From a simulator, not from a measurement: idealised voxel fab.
Process module in this document: voxel fin reveal
The width of the displayed cross-section, cut, is 165 nm; its cells are square, with a size of 5 nm.
In this document a cross-section is written as a grid of square cells. It is given as a series of bands, listed from the top down, and a band is one or more rows of cells.
Heads up on the band format: heights come first, top then bottom, in nm. After that it's the materials left to right, each with its width in nm. A single material flagged "everywhere" fills the whole band edge to edge, and "air" means there's empty space there.
Beneath 0, the wafer as received is one material, and that level is where height counting begins. The lowest band goes on downward without a bottom; it is written like "0 and below".
The width entry "30->40" should be interpreted row by row: the top row of cells in the band takes the first number, the bottom row takes the second number, and the change between adjacent rows is uniform throughout.
A step reported as "no modification" is a step in which no cell of the cross-section changed.
So "Closed void catalog" is basically the list of trapped voids: any empty space of 8 cells or more that can't reach the top through an opening. They're written width x height at distance, the distance being from the left edge, and it's all nm.
Formally, on a step line, whatever follows the settings is a remark that the simulator itself makes on the step.
"overlay nm" on a masked step: distance the mask lay right of its planned place, negative for left.

LIST OF PLANNED PROCESS STEPS
1 RECEIVE with material Si
2 CONFORMAL_DEP with material SiN, thk nm 5
3 MASKED_ETCH with tone cover, mask id FINS, width nm 15, pitch nm 40, etch materials SiN, depth nm 5, overlay nm 0
4 MASKED_ETCH with tone cover, mask id FINS, width nm 15, pitch nm 40, etch materials Si, depth nm 40, overlay nm 0
5 OXIDIZE with depth nm 5
6 FILL_DEP with material SiO2, thk nm 5
7 CMP with height nm 5
8 SELECTIVE_ETCH with etch materials SiO2, depth nm 30
9 STRIP with etch materials SiN

CROSS-SECTION OF THE WAFER AS IT CAME TO US, I.E., ALREADY THROUGH STEP 1
	0 and below = Si everywhere
	Closed void catalog: none

THE PLAN ABOVE WAS CARRIED OUT ON THE STARTING STRUCTURE ABOVE WITH ONE MISTAKE, AND THIS CROSS-SECTION SHOWS THE WAFER AT THE END OF THE MODULE
	0 down to -45 = 20 of air | 5 of Si | 35 of air | 5 of Si | 35 of air | 5 of Si | 35 of air | 5 of Si | 20 of air
	-45 and below = Si everywhere
	Closed void catalog: none
Nonconformance to the process plan: step 8 in the plan was executed twice
